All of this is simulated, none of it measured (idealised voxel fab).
process module | voxel ribs on slabs
cross-section cut | 220 nm wide | cells 5 nm
A cross-section is a grid of square cells, given in bands from the top down. A band is one or more rows of cells.
Each band's line starts with the height of the band's top and of its bottom, in nm. Then come its materials from left to right, each with its width in nm. One material with "throughout" fills the band from edge to edge. "air" is empty space.
Height 0 is the level under which the wafer as received is all one material. The lowest band goes on downwards, as in "0 down".
A width such as "30 to 40" changes by the same amount from each row of cells to the next, from the band's top row to its bottom row.
"no change" after a step means that no cell of the cross-section changed.
closed voids: empty space of 8 cells or more with no open way to the top, each as width x height at its distance from the left edge, in nm
after a step's settings: what the simulator itself notes on the step
overlay nm, on a step with a mask: how far to the right of its planned place the mask lay; to the left if negative
plan
1 op RECEIVE | material Si
2 op DIRECTIONAL_DEP | material SiO2 | thk nm 20
3 op DIRECTIONAL_DEP | material polySi | thk nm 25
4 op PATTERN | tone cover | mask id RIB | material resist | width nm 25 | thk nm 20 | overlay nm 0
5 op DIRECTIONAL_ETCH | etch materials polySi | depth nm 5
6 op STRIP | etch materials resist
7 op MASKED_ETCH | tone cover | mask id SLAB | width nm 75 | etch materials polySi | depth nm 20 | overlay nm 0
8 op FILL_DEP | material SiO2 | thk nm 20
9 op CMP | height nm 55
10 op DIRECTIONAL_DEP | material W | thk nm 10
11 op DIRECTIONAL_DEP | material aC | thk nm 10
12 op PATTERN | tone cover | mask id HEATER | material resist | width nm 35 | thk nm 30 | overlay nm 0
13 op DIRECTIONAL_ETCH | etch materials aC | depth nm 10
14 op STRIP | etch materials resist
15 op DIRECTIONAL_ETCH | etch materials W | depth nm 10
16 op STRIP | etch materials aC
17 op CONFORMAL_DEP | material SiN | thk nm 5
as received, after step 1
  0 down: Si throughout
  closed voids: none
first wafer at the end, as planned
  70 to 65: air 85 | SiN 45 | air 90
  65 to 60: air 85 | SiN 5 | W 35 | SiN 5 | air 90
  60 to 55: SiN 90 | W 35 | SiN 95
  55 to 45: SiO2 throughout
  45 to 40: SiO2 95 | polySi 25 | SiO2 100
  40 to 20: SiO2 70 | polySi 75 | SiO2 75
  20 to 0: SiO2 throughout
  0 down: Si throughout
  closed voids: none
second wafer at the end: like start, like plan, one mistake
  70 to 65: air 85 | SiN 45 | air 90
  65 to 60: air 85 | SiN 5 | W 35 | SiN 5 | air 90
  60 to 55: SiN 90 | W 35 | SiN 95
  55 to 25: SiO2 throughout
  25 to 0: polySi throughout
  0 down: Si throughout
  closed voids: none
what went wrong: steps 2 and 3 were swapped
at the end the second wafer has, in cells: 155 fewer of SiO2 | 155 more of polySi
